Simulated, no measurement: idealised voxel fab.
process module | voxel self aligned vias
cross-section cut | 220 nm wide | cells 5 nm
A cross-section is a grid of square cells, given in bands from the top down. A band is one or more rows of cells.
Each band's line starts with the height of the band's top and of its bottom, in nm. Then come its materials from left to right, each with its width in nm. One material with "throughout" fills the band from edge to edge. "air" is empty space.
Height 0 is the level under which the wafer as received is all one material. The lowest band goes on downwards, as in "0 down".
A width such as "30 to 40" changes by the same amount from each row of cells to the next, from the band's top row to its bottom row.
"no change" after a step means that no cell of the cross-section changed.
closed voids: empty space of 8 cells or more with no open way to the top, each as width x height at its distance from the left edge, in nm
after a step's settings: what the simulator itself notes on the step
overlay nm, on a step with a mask: how far to the right of its planned place the mask lay; to the left if negative
plan
1 op RECEIVE | material Si
2 op CONFORMAL_DEP | material SiO2 | thk nm 15
3 op CONFORMAL_DEP | material SiCN | thk nm 5
4 op DIRECTIONAL_DEP | material SiO2 | thk nm 25
5 op DIRECTIONAL_DEP | material aC | thk nm 5
6 op PATTERN | tone open | mask id LINES | material resist | width nm 30 | pitch nm 70 | thk nm 25 | overlay nm 0
7 op DIRECTIONAL_ETCH | etch materials aC | depth nm 10
8 op STRIP | etch materials resist
9 op DIRECTIONAL_ETCH | etch materials SiO2 | depth nm 25
10 op STRIP | etch materials aC
11 op CONFORMAL_DEP | material TiN | thk nm 5
12 op FILL_DEP | material Ru | thk nm 10
13 op CMP | height nm 45
14 op SELECTIVE_ETCH | etch materials W Ru TiN | depth nm 10
15 op FILL_DEP | material SiN | thk nm 10
16 op CMP | height nm 45
17 op DIRECTIONAL_DEP | material SiO2 | thk nm 15
18 op MASKED_ETCH | tone open | mask id VIAS | width nm 50 | pitch nm 70 | etch materials SiO2 | depth nm 15 | overlay nm 0
19 op MASKED_ETCH | tone open | mask id VIAS | width nm 50 | pitch nm 70 | etch materials SiN | depth nm 10 | overlay nm 0
20 op CONFORMAL_DEP | material TiN | thk nm 5
21 op FILL_DEP | material Cu | thk nm 5
22 op CMP | height nm 60
23 op CONFORMAL_DEP | material SiCN | thk nm 5
varied across the wafers: thk nm of step 5. The plan shows the first wafer's value. All wafers start alike
first wafer as received, after step 1
  0 down: Si throughout
  closed voids: none
each wafer at the end: cells of each material gained (+) or lost (-) since it was received, then its closed voids
thk nm 5 | +48 Cu | +16 Ru | +88 SiCN | +364 SiO2 | +56 TiN | closed voids: none
thk nm 10 | +48 Cu | +16 Ru | +88 SiCN | +364 SiO2 | +56 TiN | closed voids: none
thk nm 15 | +32 Cu | +88 SiCN | +424 SiO2 | +28 TiN | closed voids: none
thk nm 20 | +32 Cu | +88 SiCN | +424 SiO2 | +28 TiN | closed voids: none
thk nm 25 | +32 Cu | +88 SiCN | +424 SiO2 | +28 TiN | closed voids: none
